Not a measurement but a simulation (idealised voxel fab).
Process module name: voxel ribs on slabs
Square cell edge 5 nm, section width 140 nm, ID cut.
How to read a cross-section here: the picture is a grid of square cells, written as bands going from the top down, and any band can span one or more rows of cells.
Basically the band line says how high the top is and how high the bottom is, in nm, and then what's in it from left to right, every material with its width in nm. Empty space shows up as "air", and if a single material carries "throughout" it runs the full band edge to edge.
Beneath 0, the wafer as received is one material, and that level is where height counting begins. The lowest band goes on downward without a bottom; it is written like "0 down".
A width such as "30->40" changes by the same amount from each row of cells to the next, from the band's top row to its bottom row.
When a step is marked "nothing different", none of the cells in the cross-section changed during that step.
The entry titled "Closed void list" provides the empty spaces that have no open way to the top, restricted to those of 8 cells or more. Each is presented as width x height at distance, the distance being measured from the left edge, with all three in nm.
Text after the settings on a step's line: the simulator's own remark on that step.
Each step line may optionally specify "overlay nm", which for a step with a mask gives the rightward distance between the mask's planned place and where it lay, a negative value indicating the leftward direction.
The following list gives the planned process steps:
step 1: RECEIVE with material Si
step 2: DIRECTIONAL_DEP with material SiO2, thk nm 25
step 3: DIRECTIONAL_DEP with material polySi, thk nm 15
step 4: DIRECTIONAL_DEP with material aC, thk nm 10
step 5: PATTERN with tone cover, mask id RIB, material resist, width nm 25, thk nm 30, overlay nm 0
step 6: DIRECTIONAL_ETCH with etch materials aC, depth nm 10
step 7: STRIP with etch materials resist
step 8: DIRECTIONAL_ETCH with etch materials polySi, depth nm 10
step 9: STRIP with etch materials aC
step 10: DIRECTIONAL_DEP with material aC, thk nm 10
step 11: PATTERN with tone cover, mask id SLAB, material resist, width nm 65, thk nm 30, overlay nm 0
step 12: DIRECTIONAL_ETCH with etch materials aC, depth nm 10
step 13: STRIP with etch materials resist
step 14: DIRECTIONAL_ETCH with etch materials polySi, depth nm 5
step 15: STRIP with etch materials aC
step 16: FILL_DEP with material SiO2, thk nm 25
step 17: CMP with height nm 60
step 18: DIRECTIONAL_DEP with material TiN, thk nm 10
step 19: DIRECTIONAL_DEP with material aC, thk nm 10
step 20: PATTERN with tone cover, mask id HEATER, material resist, width nm 35, thk nm 25, overlay nm 0
step 21: DIRECTIONAL_ETCH with etch materials aC, depth nm 10
step 22: STRIP with etch materials resist
step 23: DIRECTIONAL_ETCH with etch materials TiN, depth nm 10
step 24: STRIP with etch materials aC
step 25: CONFORMAL_DEP with material SiO2, thk nm 10
Delivered wafer in cross-section: state after step 1:
0 down  Si throughout
Closed void list: none
One mistake in running the module, otherwise start and plan as above: cross-section at the end:
80 to 70  air 45  SiO2 55  air 40
70 to 60  SiO2 55  TiN 35  SiO2 50
60 to 40  SiO2 throughout
40 to 30  SiO2 55  polySi 25  SiO2 60
30 to 25  SiO2 35  polySi 65  SiO2 40
25 to 0  SiO2 throughout
0 down  Si throughout
Closed void list: none
Error vs. plan: step 20 was not run as planned; what actually ran was PATTERN with tone cover, mask id HEATER, material resist, width nm 35, thk nm 25, overlay nm 5
